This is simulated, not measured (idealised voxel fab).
Process module heading - voxel plated lines
FYI the section here is cut, 265 nm wide, cells are 5 nm squares.
This document writes a cross-section as a grid whose cells are square, and gives it as bands, listed from the top down; one or more rows of cells form a band.
Per band: top height and bottom height in nm, followed by the left-to-right materials and their widths in nm; "everywhere" marks a single material spanning edge to edge, "empty" marks empty space.
Height datum 0, below which the as-received substrate wafer is one material. Lowest band open at the bottom, running downward: "top 0, no bottom".
It should be noted that a width expressed as "30->40" varies in equal increments from row to row of cells within the band, taking the value of the first number at the top row and that of the second number at the bottom row.
Key: "nothing was modified" - step with no changed cell in the cross-section.
The label "Fully sealed voids" introduces a list of the empty spaces, 8 cells or larger, that have no open way up to the top; each entry in it reads width x height at distance, where the distance is taken from the left edge and all three are stated in nm.
Past the settings on a step's line: simulator remark, on that step.
If you see "overlay nm" on a step's line and that step has a mask, it's telling you how far right of where it was planned the mask ended up; a negative number means it went left instead.
-- List of planned process steps
- 1: RECEIVE: material Si
- 2: CONFORMAL_DEP: material SiN, thk nm 10
- 3: DIRECTIONAL_DEP: material TiN, thk nm 5
- 4: PATTERN: tone open, mask id LINES, material resist, width nm 25, pitch nm 50, thk nm 15, overlay nm 0
- 5: EPI: material Ru, thk nm 10
- 6: STRIP: etch materials resist
- 7: DIRECTIONAL_ETCH: etch materials TiN, depth nm 5
- 8: CONFORMAL_DEP: material SiO2, thk nm 10
-- Cross-section of the incoming wafer, state after step 1
  top 0, no bottom  Si everywhere
  Fully sealed voids: none
-- Module complete, cross-section. Starting point and plan per above. One mistake made in running the module
  top 35, bottom 25  60 nm empty; 45 nm SiO2; 5 nm empty; 45 nm SiO2; 5 nm empty; 45 nm SiO2; 60 nm empty
  top 25, bottom 15  70 nm SiO2; 25 nm Ru; 25 nm SiO2; 25 nm Ru; 25 nm SiO2; 25 nm Ru; 70 nm SiO2
  top 15, bottom 10  Ru everywhere
  top 10, bottom 0  SiN everywhere
  top 0, no bottom  Si everywhere
  Fully sealed voids: none
Which mistake was made when the wafer was run? contrary to plan, step 3 was performed as DIRECTIONAL_DEP: material Ru, thk nm 5
